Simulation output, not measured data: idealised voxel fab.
process module | voxel trench capacitor
cross-section cut | 245 nm wide | cells 5 nm
A cross-section is a grid of square cells, given in bands from the top down. A band is one or more rows of cells.
Each band's line starts with the height of the band's top and of its bottom, in nm. Then come its materials from left to right, each with its width in nm. One material with "throughout" fills the band from edge to edge. "air" is empty space.
Height 0 is the level under which the wafer as received is all one material. The lowest band goes on downwards, as in "0 down".
A width such as "30 to 40" changes by the same amount from each row of cells to the next, from the band's top row to its bottom row.
"no change" after a step means that no cell of the cross-section changed.
closed voids: empty space of 8 cells or more with no open way to the top, each as width x height at its distance from the left edge, in nm
after a step's settings: what the simulator itself notes on the step
overlay nm, on a step with a mask: how far to the right of its planned place the mask lay; to the left if negative
plan
1 op RECEIVE | material Si
2 op CONFORMAL_DEP | material SiN | thk nm 5
3 op DIRECTIONAL_DEP | material aC | thk nm 10
4 op PATTERN | tone open | mask id TRENCH | material resist | width nm 25 | pitch nm 40 | thk nm 25 | overlay nm 0
5 op DIRECTIONAL_ETCH | etch materials aC | depth nm 10
6 op STRIP | etch materials resist
7 op DIRECTIONAL_ETCH | etch materials SiN | depth nm 5
8 op DIRECTIONAL_ETCH | etch materials Si | depth nm 30
9 op STRIP | etch materials aC
10 op CONFORMAL_DEP | material HfO2 | thk nm 5
11 op CONFORMAL_DEP | material TiN | thk nm 5
12 op FILL_DEP | material W | thk nm 5
13 op CMP | height nm 5
as received, after step 1
  0 down: Si throughout
  closed voids: none
first wafer at the end, as planned
  5 to 0: SiN 70 | HfO2 5 | TiN 5 | W 5 | TiN 5 | HfO2 5 | SiN 15 | HfO2 5 | TiN 5 | W 5 | TiN 5 | HfO2 5 | SiN 15 | HfO2 5 | TiN 5 | W 5 | TiN 5 | HfO2 5 | SiN 70
  0 to -20: Si 70 | HfO2 5 | TiN 5 | W 5 | TiN 5 | HfO2 5 | Si 15 | HfO2 5 | TiN 5 | W 5 | TiN 5 | HfO2 5 | Si 15 | HfO2 5 | TiN 5 | W 5 | TiN 5 | HfO2 5 | Si 70
  -20 to -25: Si 70 | HfO2 5 | TiN 15 | HfO2 5 | Si 15 | HfO2 5 | TiN 15 | HfO2 5 | Si 15 | HfO2 5 | TiN 15 | HfO2 5 | Si 70
  -25 to -30: Si 70 | HfO2 25 | Si 15 | HfO2 25 | Si 15 | HfO2 25 | Si 70
  -30 down: Si throughout
  closed voids: none
second wafer at the end: like start, like plan, one mistake
  5 to 0: SiN 70 | TiN 5 | HfO2 5 | W 5 | HfO2 5 | TiN 5 | SiN 15 | TiN 5 | HfO2 5 | W 5 | HfO2 5 | TiN 5 | SiN 15 | TiN 5 | HfO2 5 | W 5 | HfO2 5 | TiN 5 | SiN 70
  0 to -20: Si 70 | TiN 5 | HfO2 5 | W 5 | HfO2 5 | TiN 5 | Si 15 | TiN 5 | HfO2 5 | W 5 | HfO2 5 | TiN 5 | Si 15 | TiN 5 | HfO2 5 | W 5 | HfO2 5 | TiN 5 | Si 70
  -20 to -25: Si 70 | TiN 5 | HfO2 15 | TiN 5 | Si 15 | TiN 5 | HfO2 15 | TiN 5 | Si 15 | TiN 5 | HfO2 15 | TiN 5 | Si 70
  -25 to -30: Si 70 | TiN 25 | Si 15 | TiN 25 | Si 15 | TiN 25 | Si 70
  -30 down: Si throughout
  closed voids: none
what went wrong: steps 10 and 11 were swapped
at the end the second wafer has, in cells: 12 fewer of HfO2 | 12 more of TiN
